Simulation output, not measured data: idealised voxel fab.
Process module name: voxel transistor to metal
cross-section cut | 195 nm wide | cells 5 nm
In what follows, cross-sections appear as grids of square cells, described through bands that run from the top down, where every band is one or more rows of cells. This entry defines a band. It first specifies the height of the band's top and the height of its bottom in nm, and then specifies the band's materials from left to right, stating each material with its width in nm. The word "all across" identifies a single material that fills the band from edge to edge, while the word "empty" identifies empty space. Ref level 0: as-received wafer is one material below here. Bottom band extends down with no lower bound ("z 0 and below"). The expression "30 to 40" gives the width at the extremes of the band, the first number at its top row of cells and the second at its bottom row, with the width changing by equal amounts from each row to the next in between. Take "left unchanged" at face value: in the step it is given for, the cross-section changed in none of its cells. The entry "Cavities, closed" lists the empty spaces that cover at least 8 cells and have no open path to the top. Each is written as width x height at distance, where the distance is measured from the left edge and all three values are in nm. On a step's line, text after the settings is the simulator commenting on that step. overlay nm: mask offset rightward from planned place, masked step; negative means leftward offset.
[So here's the lineup of process steps we planned]
1. RECEIVE, material Si
2. OXIDIZE, depth nm 5
3. CONFORMAL_DEP, material SiN, thk nm 15
4. MASKED_ETCH, tone cover, mask id ACTIVE, width nm 100, etch materials SiN, depth nm 15, overlay nm 0
5. MASKED_ETCH, tone cover, mask id ACTIVE, width nm 100, etch materials SiO2, depth nm 5, overlay nm 0
6. MASKED_ETCH, tone cover, mask id ACTIVE, width nm 100, etch materials Si, depth nm 35, overlay nm 0
7. OXIDIZE, depth nm 5
8. FILL_DEP, material SiO2, thk nm 10
9. CMP, height nm 15
10. SELECTIVE_ETCH, etch materials SiO2, depth nm 5
11. STRIP, etch materials SiN
12. SELECTIVE_ETCH, etch materials SiO2, depth nm 5
13. OXIDIZE, depth nm 5
14. DIRECTIONAL_DEP, material polySi, thk nm 20
15. DIRECTIONAL_DEP, material SiCN, thk nm 15
16. PATTERN, tone cover, mask id GATE, material resist, width nm 20, thk nm 20, overlay nm 0
17. DIRECTIONAL_ETCH, etch materials SiCN, depth nm 25
18. DIRECTIONAL_ETCH, etch materials polySi, depth nm 30
19. STRIP, etch materials resist
20. CONFORMAL_DEP, material SiO2, thk nm 5
21. DIRECTIONAL_ETCH, etch materials SiO2, depth nm 5
22. CONFORMAL_DEP, material SiN, thk nm 10
23. DIRECTIONAL_ETCH, etch materials SiN, depth nm 10
24. DIRECTIONAL_ETCH, etch materials SiO2, depth nm 5
25. EPI, material nSi, thk nm 5
26. FILL_DEP, material SiO2, thk nm 5
27. CMP, height nm 30
28. DIRECTIONAL_DEP, material SiO2, thk nm 15
29. MASKED_ETCH, tone open, mask id CONTACT, width nm 25, pitch nm 55, etch materials SiO2, depth nm 50, overlay nm 0
30. CONFORMAL_DEP, material TiN, thk nm 5
31. FILL_DEP, material W, thk nm 5
32. CMP, height nm 45
33. DIRECTIONAL_DEP, material TiN, thk nm 5
34. DIRECTIONAL_DEP, material Ru, thk nm 15
35. DIRECTIONAL_DEP, material aC, thk nm 10
36. PATTERN, tone cover, mask id METAL_1, material resist, width nm 15, pitch nm 65, thk nm 30, overlay nm 0
37. DIRECTIONAL_ETCH, etch materials aC, depth nm 10
38. STRIP, etch materials resist
39. DIRECTIONAL_ETCH, etch materials Ru, depth nm 15
40. DIRECTIONAL_ETCH, etch materials TiN, depth nm 5
41. STRIP, etch materials aC
42. CONFORMAL_DEP, material SiCN, thk nm 5
43. FILL_DEP, material lowk, thk nm 5
44. CMP, height nm 65
45. CONFORMAL_DEP, material SiN, thk nm 5
[Cross-section, incoming material, after step 1]
* z 0 and below | Si all across
* Cavities, closed: none
[Cross-section, end of module. Start: as above. Plan: as above. Execution: one mistake]
* z 70 to 65 | SiN all across
* z 65 to 50 | 50 nm lowk; 5 nm SiCN; 15 nm Ru; 5 nm SiCN; 40 nm lowk; 5 nm SiCN; 15 nm Ru; 5 nm SiCN; 55 nm lowk
* z 50 to 45 | 55 nm SiCN; 15 nm TiN; 50 nm SiCN; 15 nm TiN; 60 nm SiCN
* z 45 to 35 | 55 nm SiO2; 5 nm TiN; 15 nm W; 5 nm TiN; 30 nm SiO2; 5 nm TiN; 15 nm W; 5 nm TiN; 60 nm SiO2
* z 35 to 30 | 55 nm SiO2; 5 nm TiN; 5 nm W; 15 nm TiN; 30 nm SiO2; 15 nm TiN; 5 nm W; 5 nm TiN; 60 nm SiO2
* z 30 to 25 | 40 nm SiCN; 5 nm SiO2; 10 nm SiN; 5 nm TiN; 5 nm W; 5 nm TiN; 10 nm SiN; 5 nm SiO2; 20 nm SiCN; 5 nm SiO2; 10 nm SiN; 5 nm TiN; 5 nm W; 5 nm TiN; 10 nm SiN; 5 nm SiO2; 45 nm SiCN
* z 25 to 20 | 40 nm polySi; 5 nm SiO2; 10 nm SiN; 15 nm TiN; 10 nm SiN; 5 nm SiO2; 20 nm SiCN; 5 nm SiO2; 10 nm SiN; 15 nm TiN; 10 nm SiN; 5 nm SiO2; 45 nm polySi
* z 20 to 15 | 40 nm polySi; 110 nm SiCN; 45 nm polySi
* z 15 to 5 | polySi all across
* z 5 to -5 | 40 nm SiO2; 110 nm polySi; 45 nm SiO2
* z -5 to -10 | SiO2 all across
* z -10 to -45 | 50 nm SiO2; 90 nm Si; 55 nm SiO2
* z -45 and below | Si all across
* Cavities, closed: none
Nonconformance to the process plan: step 15 from the plan got run twice
